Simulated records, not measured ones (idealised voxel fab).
This section sets out a process module, namely voxel transistor to metal.
Square cells of 5 nm make up the cross-section cut, whose width is 140 nm.
Cross-sections here: square-cell grids, written as top-down lists of bands, a band being one or more rows of cells. Band entry format. Leading values: height of top, height of bottom, nm. Remainder: materials in left-to-right order, each with its width in nm. Special words: "everywhere" on a single material, which then fills the band edge to edge; "blank", empty space. A quick word on heights: they are counted from 0, and under that level the wafer as it came to us is one material throughout. The lowest band is different from the rest in having no bottom; it simply continues downward, written as in "0 -> down". Width spec "30->40" -> top row of cells at first value, bottom row at second value, equal per-row change in between. "changes: none", as given for a step, is the statement that not any cell of the cross-section underwent a change during that step. "Enclosed void list" enumerates empty spaces isolated from the top, with no open way to it, that contain at least 8 cells, giving each as width x height at distance from the left edge, all three in nm. What comes after the settings on a step's line is commentary from the simulator itself on that step. overlay nm, on a step with a mask: how far to the right of its planned place the mask lay; to the left if negative.
List of planned process steps:
1 RECEIVE,material Si
2 OXIDIZE,depth nm 5
3 CONFORMAL_DEP,material SiN,thk nm 15
4 PATTERN,tone cover,mask id ACTIVE,material resist,width nm 100,thk nm 15,overlay nm 0
5 DIRECTIONAL_ETCH,etch materials SiN,depth nm 15
6 DIRECTIONAL_ETCH,etch materials SiO2,depth nm 5
7 DIRECTIONAL_ETCH,etch materials Si,depth nm 30
8 STRIP,etch materials resist
9 OXIDIZE,depth nm 5
10 FILL_DEP,material SiO2,thk nm 10
11 CMP,height nm 15
12 SELECTIVE_ETCH,etch materials SiO2,depth nm 5
13 STRIP,etch materials SiN
14 SELECTIVE_ETCH,etch materials SiO2,depth nm 5
15 OXIDIZE,depth nm 5
16 DIRECTIONAL_DEP,material polySi,thk nm 20
17 DIRECTIONAL_DEP,material SiCN,thk nm 15
18 DIRECTIONAL_DEP,material aC,thk nm 15
19 PATTERN,tone cover,mask id GATE,material resist,width nm 20,thk nm 35,overlay nm 0
20 DIRECTIONAL_ETCH,etch materials aC,depth nm 15
21 STRIP,etch materials resist
22 DIRECTIONAL_ETCH,etch materials SiCN,depth nm 25
23 DIRECTIONAL_ETCH,etch materials polySi,depth nm 30
24 STRIP,etch materials aC
25 CONFORMAL_DEP,material SiN,thk nm 10
26 DIRECTIONAL_ETCH,etch materials SiN,depth nm 10
27 DIRECTIONAL_ETCH,etch materials SiO2,depth nm 5
28 DIRECTIONAL_ETCH,etch materials Si,depth nm 15
29 EPI,material nSi,thk nm 15
30 FILL_DEP,material SiO2,thk nm 10
31 CMP,height nm 30
32 DIRECTIONAL_DEP,material SiO2,thk nm 10
33 DIRECTIONAL_DEP,material aC,thk nm 15
34 PATTERN,tone open,mask id CONTACT,material resist,width nm 25,pitch nm 55,thk nm 35,overlay nm 0
35 DIRECTIONAL_ETCH,etch materials aC,depth nm 15
36 STRIP,etch materials resist
37 DIRECTIONAL_ETCH,etch materials SiO2,depth nm 50
38 STRIP,etch materials aC
39 CONFORMAL_DEP,material TiN,thk nm 5
40 FILL_DEP,material W,thk nm 10
41 CMP,height nm 40
42 CONFORMAL_DEP,material SiN,thk nm 5
43 DIRECTIONAL_DEP,material SiO2,thk nm 25
44 MASKED_ETCH,tone open,mask id METAL_1,width nm 15,pitch nm 65,etch materials SiO2,depth nm 25,overlay nm 0
45 MASKED_ETCH,tone open,mask id METAL_1,width nm 15,pitch nm 65,etch materials SiN,depth nm 5,overlay nm 0
46 CONFORMAL_DEP,material TiN,thk nm 5
47 FILL_DEP,material Ru,thk nm 10
48 CMP,height nm 70
49 CONFORMAL_DEP,material SiCN,thk nm 5
50 DIRECTIONAL_DEP,material lowk,thk nm 25
51 PATTERN,tone open,mask id METAL_2,material resist,width nm 15,pitch nm 65,thk nm 15,overlay nm 0
52 DIRECTIONAL_ETCH,etch materials lowk,depth nm 15
53 STRIP,etch materials resist
54 PATTERN,tone open,mask id METAL_2_HOLES,material resist,width nm 15,pitch nm 65,thk nm 20,overlay nm 0
55 DIRECTIONAL_ETCH,etch materials lowk,depth nm 10
56 DIRECTIONAL_ETCH,etch materials SiCN,depth nm 5
57 STRIP,etch materials resist
58 CONFORMAL_DEP,material TiN,thk nm 5
59 FILL_DEP,material Cu,thk nm 10
60 CMP,height nm 100
61 CONFORMAL_DEP,material SiN,thk nm 5
Cross-section: wafer on arrival = after step 1:
0 -> down = Si everywhere
Enclosed void list: none
Post-module cross-section: identical start and plan to those above, one misstep in execution:
105 -> 100 = SiN everywhere
100 -> 75 = lowk: 30  TiN: 5  Cu: 5  TiN: 5  lowk: 50  TiN: 5  Cu: 5  TiN: 5  lowk: 30
75 -> 70 = SiCN: 30  TiN: 15  SiCN: 50  TiN: 15  SiCN: 30
70 -> 45 = SiO2: 30  TiN: 5  Ru: 5  TiN: 5  SiO2: 50  TiN: 5  Ru: 5  TiN: 5  SiO2: 30
45 -> 40 = SiN: 30  TiN: 15  SiN: 50  TiN: 15  SiN: 30
40 -> 30 = SiO2: 30  TiN: 5  W: 15->10  TiN: 5->10  SiO2: 30  TiN: 5->10  W: 15->10  TiN: 5  SiO2: 30
30 -> 15 = SiO2: 30  TiN: 5  W: 10  TiN: 5  SiN: 10  SiCN: 20  SiN: 10  TiN: 5  W: 10  TiN: 5  SiO2: 30
15 -> 10 = SiO2: 30  TiN: 5  W: 10  TiN: 5  SiN: 10  polySi: 20  SiN: 10  TiN: 5  W: 10  TiN: 5  SiO2: 30
10 -> 5 = SiO2: 30  TiN: 20  SiN: 10  polySi: 20  SiN: 10  TiN: 20  SiO2: 30
5 -> -5 = SiO2: 20  SiN: 10  TiN: 5  nSi: 15  SiN: 10  polySi: 20  SiN: 10  nSi: 15  TiN: 5  SiO2: 10  SiN: 10  SiO2: 10
-5 -> -10 = SiO2: 30  TiN: 5  nSi: 15  SiO2: 40  nSi: 15  TiN: 5  SiO2: 30
-10 -> -25 = SiO2: 30  nSi: 20  Si: 40  nSi: 30  SiO2: 20
-25 -> -40 = SiO2: 30  Si: 90  SiO2: 20
-40 -> down = Si everywhere
Enclosed void list: none
What was the processing mistake? step 4 ran differently from the plan; actual operation with settings: PATTERN,tone cover,mask id ACTIVE,material resist,width nm 100,thk nm 15,overlay nm 5
